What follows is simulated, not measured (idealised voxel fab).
Documented hereafter: the process module known as voxel local oxidation.
cross-section cut | 160 nm wide | cells 5 nm
Bands, listed from the top down, are how a cross-section gets written in this document; the cross-section itself is a grid of square cells, and a band is one or more rows of them. Each band's line starts with the height of the band's top and of its bottom, in nm. Then come its materials from left to right, each with its width in nm. One material with "all across" fills the band from edge to edge. "empty" is empty space. Heights are reckoned from 0. Under this level, the received wafer is all of one material. The bottommost band is open-ended downward, for example "0 and below". Graded width ("30..40"): value in top row of band = first number; value in bottom row = second number; row-to-row change constant. "nothing was modified" -> step changed no cross-section cell. Look at "Closed void listing" for the closed voids: empty spaces with no open path to the top, sized 8 cells or up. Each is width x height at distance, distance from the left edge, all nm. Step line, after settings: the simulator's comment on this step. What "overlay nm" on a step's line means: if the step has a mask, that mask lay this far to the right of its planned place, or, when the value is negative, to the left.

## Steps planned for the process
1. RECEIVE with material Si
2. OXIDIZE with depth nm 5
3. CONFORMAL_DEP with material SiN, thk nm 10
4. DIRECTIONAL_DEP with material aC, thk nm 10
5. PATTERN with tone cover, mask id ACTIVE, material resist, width nm 95, thk nm 30, overlay nm 0
6. DIRECTIONAL_ETCH with etch materials aC, depth nm 10
7. STRIP with etch materials resist
8. DIRECTIONAL_ETCH with etch materials SiN, depth nm 10
9. STRIP with etch materials aC
10. SELECTIVE_ETCH with etch materials SiO2, depth nm 5
11. OXIDIZE with depth nm 15
12. STRIP with etch materials SiN

## As-received state of the wafer in cross-section, equivalent to post-step 1
- 0 and below: Si all across
- Closed void listing: none

## Cross-section, first of two wafers, end of module, run as planned
- 0 down to -5: empty: 35, SiO2: 85, empty: 40
- -5 down to -20: SiO2: 50, Si: 55, SiO2: 55
- -20 and below: Si all across
- Closed void listing: none

## Here's the second of our two wafers sectioned at module end. Same start as the first, same plan, but one mistake got made running it
- 0 down to -5: empty: 40, SiO2: 80, empty: 40
- -5 down to -20: SiO2: 55, Si: 50, SiO2: 55
- -20 and below: Si all across
- Closed void listing: none
Run error: step 5 off recipe, ran as PATTERN with tone cover, mask id ACTIVE, material resist, width nm 90, thk nm 30, overlay nm 0
Wafer comparison, final, in cells, second relative to first, materials more or fewer: Si -3; SiO2 +2
